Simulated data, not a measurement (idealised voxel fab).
Process module in this document: voxel double patterning
This is section cut - it's 295 nm across, gridded in 5 nm square cells.
Each cross-section below is a grid of square cells, stated as bands in top-down order, with one or more rows of cells making up each band. What a band's entry tells you: where the top is and where the bottom is, as heights in nm, and after that what lies inside, material by material from left to right, each with its width in nm. Empty space is written as the word "blank", and a single material marked with the word "all across" occupies the band from edge to edge. We count height from 0. Below that, the starting wafer is all one material. The lowest band never ends at the bottom but goes on down; see "0 and below" for how that is written. So if you see something like "30 to 40" for the width, read it as the top row of the band sitting at the first number and the bottom row at the second, with every row in between moving by the same amount as the last. Basically "stayed the same" means that step didn't change any cell in the cross-section. In "Catalogued sealed voids" the enclosed voids are listed, meaning empty spaces of 8 cells or larger without any opening to the top. The form is width x height at distance, distance from the left edge, units nm. after a step's settings: what the simulator itself notes on the step. "overlay nm", when on a step's line for a step with a mask, measures how far to the right of its planned place the mask lay; a negative measure means to the left.
### Listed below are the process steps as planned
1) RECEIVE (material Si)
2) CONFORMAL_DEP (material SiO2; thk nm 10)
3) DIRECTIONAL_DEP (material polySi; thk nm 15)
4) DIRECTIONAL_DEP (material SiCN; thk nm 10)
5) MASKED_ETCH (tone open; mask id FIRST; width nm 15; pitch nm 50; etch materials SiCN; depth nm 10; overlay nm 0)
6) DIRECTIONAL_DEP (material aC; thk nm 15)
7) PATTERN (tone open; mask id SECOND; material resist; width nm 15; pitch nm 50; thk nm 35; overlay nm -15)
8) DIRECTIONAL_ETCH (etch materials aC; depth nm 15)
9) STRIP (etch materials resist)
10) DIRECTIONAL_ETCH (etch materials SiCN; depth nm 10)
11) STRIP (etch materials aC)
12) DIRECTIONAL_ETCH (etch materials polySi; depth nm 15)
13) STRIP (etch materials SiCN)
Among the wafers covered here, the point of difference is the overlay nm at step 7; their starting state is shared, and the plan presents the value of the first wafer.
### As-received state after step 1, first of several wafers, cross-section
    0 and below | Si all across
    Catalogued sealed voids: none
### Below is a per-wafer table. In it, each row describes the wafer at the end of the module by giving, for each material, the number of cells gained (+) or lost (-) since the wafer was received, and after that the closed voids of the wafer
overlay nm -15 | +118 SiO2 | +138 polySi | Catalogued sealed voids: none
overlay nm -10 | +118 SiO2 | +132 polySi | Catalogued sealed voids: none
overlay nm -5 | +118 SiO2 | +132 polySi | Catalogued sealed voids: none
overlay nm 0 | +118 SiO2 | +132 polySi | Catalogued sealed voids: none
overlay nm 5 | +118 SiO2 | +132 polySi | Catalogued sealed voids: none
overlay nm 10 | +118 SiO2 | +132 polySi | Catalogued sealed voids: none
overlay nm 15 | +118 SiO2 | +138 polySi | Catalogued sealed voids: none
